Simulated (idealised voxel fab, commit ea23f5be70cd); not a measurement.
Herein follows the process module entitled voxel ribs on slabs.
In the cross-section labelled cut, the width is 170 nm and each square cell is 5 nm.
Cross-section spec: square-cell grid; bands listed top down; each band is one or more rows. Top, bottom (nm), then materials left to right with widths (nm); lone material tagged "full width" fills the whole band edge to edge; "empty" = empty space. It should be noted that heights are counted from 0, beneath which the wafer as supplied is of one material throughout, and that the lowest band possesses no lower boundary but continues downward, as written in "z 0 and below". Width: "30->40" (first number = top row, second number = bottom row, same change from row to row of cells). You'll sometimes find "nothing altered" written for a step, and that's the way of saying that nowhere in the cross-section did a cell change during that step. Look at "Completely sealed voids" for the closed voids: empty spaces with no open path to the top, sized 8 cells or up. Each is width x height at distance, distance from the left edge, all nm. Step line, after settings: the simulator's comment on this step. When a step includes a mask, the "overlay nm" setting on its line states how far to the right of its planned place that mask lay, and negative values state how far to the left.

Below is the list of planned process steps:
1 RECEIVE [material Si]
2 DIRECTIONAL_DEP [material SiO2] [thk nm 30]
3 DIRECTIONAL_DEP [material SiN] [thk nm 15]
4 PATTERN [tone cover] [mask id RIB] [material resist] [width nm 30] [thk nm 20] [overlay nm 0]
5 DIRECTIONAL_ETCH [etch materials SiN] [depth nm 10]
6 STRIP [etch materials resist]
7 DIRECTIONAL_DEP [material aC] [thk nm 10]
8 PATTERN [tone cover] [mask id SLAB] [material resist] [width nm 60] [thk nm 25] [overlay nm 0]
9 DIRECTIONAL_ETCH [etch materials aC] [depth nm 10]
10 STRIP [etch materials resist]
11 DIRECTIONAL_ETCH [etch materials SiN] [depth nm 5]
12 STRIP [etch materials aC]
13 FILL_DEP [material SiO2] [thk nm 30]
14 CMP [height nm 65]
15 DIRECTIONAL_DEP [material W] [thk nm 5]
16 PATTERN [tone cover] [mask id HEATER] [material resist] [width nm 40] [thk nm 20] [overlay nm 0]
17 DIRECTIONAL_ETCH [etch materials W] [depth nm 5]
18 STRIP [etch materials resist]
19 CONFORMAL_DEP [material SiN] [thk nm 10]

So this is the incoming wafer in cross-section - it's already been through step 1:
z 0 and below: Si full width
Completely sealed voids: none

Cross-sectional view of the first of the two wafers upon completion of the module, processed in accordance with the plan:
z 80 to 75: empty 55; SiN 60; empty 55
z 75 to 70: SiN full width
z 70 to 65: SiN 65; W 40; SiN 65
z 65 to 45: SiO2 full width
z 45 to 35: SiO2 70; SiN 30; SiO2 70
z 35 to 30: SiO2 55; SiN 60; SiO2 55
z 30 to 0: SiO2 full width
z 0 and below: Si full width
Completely sealed voids: none

Wafer two cross-section, module end. Start and plan unchanged from wafer one; one mistake made during the run:
z 80 to 75: empty 50; SiN 70; empty 50
z 75 to 70: SiN full width
z 70 to 65: SiN 60; W 50; SiN 60
z 65 to 45: SiO2 full width
z 45 to 35: SiO2 70; SiN 30; SiO2 70
z 35 to 30: SiO2 55; SiN 60; SiO2 55
z 30 to 0: SiO2 full width
z 0 and below: Si full width
Completely sealed voids: none
Nonconformance to the process plan: heads up, step 16 didn't go per plan, it actually ran as PATTERN [tone cover] [mask id HEATER] [material resist] [width nm 50] [thk nm 20] [overlay nm 0]
Counted in cells at the end, the second wafer holds more or fewer of these materials than the first: W: 2 more
